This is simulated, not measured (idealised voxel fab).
The process module that follows is named voxel quadruple lines.
We display cut, a cross-section 215 nm in width whose square cells are each 5 nm.
In this document a cross-section is written as a grid of square cells. It is given as a series of bands, listed from the top down, and a band is one or more rows of cells. What a band's entry tells you: where the top is and where the bottom is, as heights in nm, and after that what lies inside, material by material from left to right, each with its width in nm. Empty space is written as the word "air", and a single material marked with the word "full width" occupies the band from edge to edge. Beneath 0, the wafer as received is one material, and that level is where height counting begins. The lowest band goes on downward without a bottom; it is written like "from 0 down". Width spec "30->40" -> top row of cells at first value, bottom row at second value, equal per-row change in between. "identical to before" after a step means that no cell of the cross-section changed. Heads up: "Enclosed empty spaces" only lists the empty pockets with no open path to the top that are 8 cells or more, and it writes them as width x height at distance, distance from the left edge, in nm. Formally, on a step line, whatever follows the settings is a remark that the simulator itself makes on the step. "overlay nm", when on a step's line for a step with a mask, measures how far to the right of its planned place the mask lay; a negative measure means to the left.
Planned process steps
step 1: RECEIVE with material Si
step 2: CONFORMAL_DEP with material SiO2, thk nm 10
step 3: DIRECTIONAL_DEP with material Ru, thk nm 15
step 4: DIRECTIONAL_DEP with material polySi, thk nm 15
step 5: DIRECTIONAL_DEP with material aC, thk nm 25
step 6: PATTERN with tone cover, mask id MANDREL, material resist, width nm 20, pitch nm 60, thk nm 35, overlay nm 0
step 7: DIRECTIONAL_ETCH with etch materials aC, depth nm 25
step 8: STRIP with etch materials resist
step 9: CONFORMAL_DEP with material SiO2, thk nm 10
step 10: DIRECTIONAL_ETCH with etch materials SiO2, depth nm 10
step 11: STRIP with etch materials aC
step 12: DIRECTIONAL_ETCH with etch materials polySi, depth nm 15
step 13: STRIP with etch materials SiO2
step 14: CONFORMAL_DEP with material SiCN, thk nm 5
step 15: DIRECTIONAL_ETCH with etch materials SiCN, depth nm 5
step 16: STRIP with etch materials polySi
step 17: DIRECTIONAL_ETCH with etch materials Ru, depth nm 15
step 18: STRIP with etch materials SiCN
step 19: FILL_DEP with material lowk, thk nm 10
step 20: CMP with height nm 25
As-received state of the wafer in cross-section, equivalent to post-step 1
> from 0 down: Si full width
> Enclosed empty spaces: none
Cross-sectional result after module completion. Note: starting condition and plan are unchanged from above; one processing mistake was made
> from 15 to 10: lowk (50) / Ru (5) / lowk (10) / Ru (5) / lowk (10) / Ru (5) / lowk (10) / Ru (5) / lowk (10) / Ru (5) / lowk (10) / Ru (5) / lowk (10) / Ru (5) / lowk (10) / Ru (5) / lowk (55)
> from 10 to 0: SiO2 full width
> from 0 down: Si full width
> Enclosed empty spaces: none
What went wrong in running the wafer? step 20 was run on a setting that differed from the plan, and what really ran there is CMP with height nm 15
